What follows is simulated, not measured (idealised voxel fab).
process module | voxel wiring stack
cross-section cut | 290 nm wide | cells 5 nm
A cross-section is a grid of square cells, given in bands from the top down. A band is one or more rows of cells.
Each band's line starts with the height of the band's top and of its bottom, in nm. Then come its materials from left to right, each with its width in nm. One material with "throughout" fills the band from edge to edge. "air" is empty space.
Height 0 is the level under which the wafer as received is all one material. The lowest band goes on downwards, as in "0 down".
A width such as "30 to 40" changes by the same amount from each row of cells to the next, from the band's top row to its bottom row.
"no change" after a step means that no cell of the cross-section changed.
closed voids: empty space of 8 cells or more with no open way to the top, each as width x height at its distance from the left edge, in nm
after a step's settings: what the simulator itself notes on the step
overlay nm, on a step with a mask: how far to the right of its planned place the mask lay; to the left if negative
plan
1 op RECEIVE | material Si
2 op CONFORMAL_DEP | material SiO2 | thk nm 15
3 op DIRECTIONAL_DEP | material TiN | thk nm 5
4 op DIRECTIONAL_DEP | material W | thk nm 15
5 op DIRECTIONAL_DEP | material aC | thk nm 10
6 op PATTERN | tone cover | mask id METAL_1 | material resist | width nm 25 | pitch nm 50 | thk nm 25 | overlay nm 0
7 op DIRECTIONAL_ETCH | etch materials aC | depth nm 10
8 op STRIP | etch materials resist
9 op DIRECTIONAL_ETCH | etch materials W | depth nm 15
10 op DIRECTIONAL_ETCH | etch materials TiN | depth nm 5
11 op STRIP | etch materials aC
12 op FILL_DEP | material SiO2 | thk nm 5
13 op CMP | height nm 35
14 op CONFORMAL_DEP | material SiCN | thk nm 5
15 op DIRECTIONAL_DEP | material SiO2 | thk nm 20
16 op MASKED_ETCH | tone open | mask id PLUG_1 | width nm 15 | etch materials SiO2 | depth nm 20 | overlay nm 0
17 op MASKED_ETCH | tone open | mask id PLUG_1 | width nm 15 | etch materials SiCN | depth nm 5 | overlay nm 0
18 op EPI | material Ru | thk nm 10
19 op EPI | material Ru | thk nm 10
20 op EPI | material Ru | thk nm 5
21 op CONFORMAL_DEP | material SiCN | thk nm 5
22 op DIRECTIONAL_DEP | material lowk | thk nm 25
23 op PATTERN | tone open | mask id METAL_2 | material resist | width nm 25 | pitch nm 50 | thk nm 20 | overlay nm 0
24 op DIRECTIONAL_ETCH | etch materials lowk | depth nm 25
25 op DIRECTIONAL_ETCH | etch materials SiCN | depth nm 5
26 op STRIP | etch materials resist
27 op CONFORMAL_DEP | material TiN | thk nm 5
28 op FILL_DEP | material Ru | thk nm 5
29 op CMP | height nm 90
30 op EPI | material Ru | thk nm 5
31 op FILL_DEP | material SiCN | thk nm 5
32 op DIRECTIONAL_DEP | material SiO2 | thk nm 20
33 op DIRECTIONAL_DEP | material aC | thk nm 10
34 op PATTERN | tone open | mask id PLUG_2 | material resist | width nm 15 | pitch nm 50 | thk nm 25 | overlay nm 0
35 op DIRECTIONAL_ETCH | etch materials aC | depth nm 10
36 op STRIP | etch materials resist
37 op DIRECTIONAL_ETCH | etch materials SiO2 | depth nm 20
38 op DIRECTIONAL_ETCH | etch materials SiCN | depth nm 5
39 op STRIP | etch materials aC
40 op EPI | material Ru | thk nm 10
41 op EPI | material Ru | thk nm 10
42 op EPI | material Ru | thk nm 5
43 op CONFORMAL_DEP | material SiCN | thk nm 5
44 op DIRECTIONAL_DEP | material SiO2 | thk nm 25
45 op DIRECTIONAL_DEP | material aC | thk nm 15
46 op PATTERN | tone open | mask id METAL_3 | material resist | width nm 25 | pitch nm 50 | thk nm 35 | overlay nm 0
47 op DIRECTIONAL_ETCH | etch materials aC | depth nm 15
48 op STRIP | etch materials resist
49 op DIRECTIONAL_ETCH | etch materials SiO2 | depth nm 25
50 op DIRECTIONAL_ETCH | etch materials SiCN | depth nm 5
51 op STRIP | etch materials aC
52 op CONFORMAL_DEP | material TiN | thk nm 5
53 op FILL_DEP | material Cu | thk nm 5
54 op CMP | height nm 150
55 op CONFORMAL_DEP | material SiN | thk nm 5
as received, after step 1
  0 down: Si throughout
  closed voids: none
a wafer at the end: this start, this plan, one mistake
  155 to 150: SiN throughout
  150 to 125: SiO2 105 | TiN 5 | Cu 15 | TiN 5 | SiO2 25 | TiN 5 | Cu 15 | TiN 5 | SiO2 110
  125 to 120: SiCN 105 | TiN 25 | SiCN 25 | TiN 25 | SiCN 110
  120 to 100: SiO2 105 | Ru 15 | SiO2 35 | Ru 15 | SiO2 120
  100 to 90: SiCN 105 to 100 | Ru 15 to 35 | SiCN 35 to 15 | Ru 15 to 35 | SiCN 120 to 105
  90 to 65: lowk 105 | TiN 5 | Ru 15 | TiN 5 | lowk 25 | TiN 5 | Ru 15 | TiN 5 | lowk 110
  65 to 60: SiCN 105 | TiN 25 | SiCN 25 | TiN 25 | SiCN 110
  60 to 40: SiO2 100 | Ru 25 | SiO2 165
  40 to 35: SiCN 105 | Ru 15 | SiCN 170
  35 to 20: SiO2 105 | W 25 | SiO2 25 | W 25 | SiO2 110
  20 to 15: SiO2 105 | TiN 25 | SiO2 25 | TiN 25 | SiO2 110
  15 to 0: SiO2 throughout
  0 down: Si throughout
  closed voids: none
what went wrong: step 16 ran as: op MASKED_ETCH | tone open | mask id PLUG_1 | width nm 25 | etch materials SiO2 | depth nm 20 | overlay nm 0
